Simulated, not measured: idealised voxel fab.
The following process module bears the name voxel fin reveal.
This is section cut - it's 215 nm across, gridded in 5 nm square cells.
A cross-section is a grid of square cells, given in bands from the top down. A band is one or more rows of cells. Band: top height; bottom height; in nm. Then, left to right: material with width in nm, for each material. "throughout": a single material spanning edge to edge. "air": empty space. Heights are measured from 0, the level below which the as-received wafer is all one material; the lowest band has no bottom and continues downward, written as in "from 0 down". When a width is written as two numbers, as in "30->40", the first number is the width in the top row of cells of the band and the second is the width in its bottom row, and the width changes by the same amount from each row to the next. Step note "no change" = no cross-section cell changed. The entry "Internal closed voids" lists the empty spaces that cover at least 8 cells and have no open path to the top. Each is written as width x height at distance, where the distance is measured from the left edge and all three values are in nm. If you see something after the settings on a step's line, that's the simulator's own remark about that step. "overlay nm" on a masked step: distance the mask lay right of its planned place, negative for left.
Process steps foreseen in the plan
step 1: RECEIVE: material Si
step 2: CONFORMAL_DEP: material SiN, thk nm 5
step 3: DIRECTIONAL_DEP: material aC, thk nm 15
step 4: PATTERN: tone cover, mask id FINS, material resist, width nm 15, pitch nm 40, thk nm 35, overlay nm 0
step 5: DIRECTIONAL_ETCH: etch materials aC, depth nm 15
step 6: STRIP: etch materials resist
step 7: DIRECTIONAL_ETCH: etch materials SiN, depth nm 5
step 8: DIRECTIONAL_ETCH: etch materials Si, depth nm 40
step 9: STRIP: etch materials aC
step 10: OXIDIZE: depth nm 5
step 11: FILL_DEP: material SiO2, thk nm 10
step 12: CMP: height nm 5
step 13: SELECTIVE_ETCH: etch materials SiO2, depth nm 15
step 14: STRIP: etch materials SiN
step 15: CONFORMAL_DEP: material HfO2, thk nm 5
Cross-section of the wafer upon arrival, representing the state reached after step 1
  from 0 down: Si throughout
  Internal closed voids: none
First of two wafers: cross-section at end of module, run per plan
  from 5 to 0: 60 of air | 15 of HfO2 | 25 of air | 15 of HfO2 | 25 of air | 15 of HfO2 | 60 of air
  from 0 to -5: 60 of air | 5 of HfO2 | 5 of Si | 5 of HfO2 | 25 of air | 5 of HfO2 | 5 of Si | 5 of HfO2 | 25 of air | 5 of HfO2 | 5 of Si | 5 of HfO2 | 60 of air
  from -5 to -10: 65 of HfO2 | 5 of Si | 35 of HfO2 | 5 of Si | 35 of HfO2 | 5 of Si | 65 of HfO2
  from -10 to -45: 65 of SiO2 | 5 of Si | 35 of SiO2 | 5 of Si | 35 of SiO2 | 5 of Si | 65 of SiO2
  from -45 down: Si throughout
  Internal closed voids: none
This cross-section belongs to the second wafer of two at the end of the module; the start and the plan were shared with the first, and the run included one mistake
  from 5 to 0: 60 of air | 15 of HfO2 | 25 of air | 15 of HfO2 | 25 of air | 15 of HfO2 | 60 of air
  from 0 to -20: 60 of air | 5 of HfO2 | 5 of Si | 5 of HfO2 | 25 of air | 5 of HfO2 | 5 of Si | 5 of HfO2 | 25 of air | 5 of HfO2 | 5 of Si | 5 of HfO2 | 60 of air
  from -20 to -25: 65 of HfO2 | 5 of Si | 35 of HfO2 | 5 of Si | 35 of HfO2 | 5 of Si | 65 of HfO2
  from -25 to -45: 65 of SiO2 | 5 of Si | 35 of SiO2 | 5 of Si | 35 of SiO2 | 5 of Si | 65 of SiO2
  from -45 down: Si throughout
  Internal closed voids: none
The mistake made against the process plan was this: plan step 13 ran twice
Final tally in cells, some materials are higher or lower on the second wafer than on the first: HfO2: 18 more; SiO2: 120 fewer
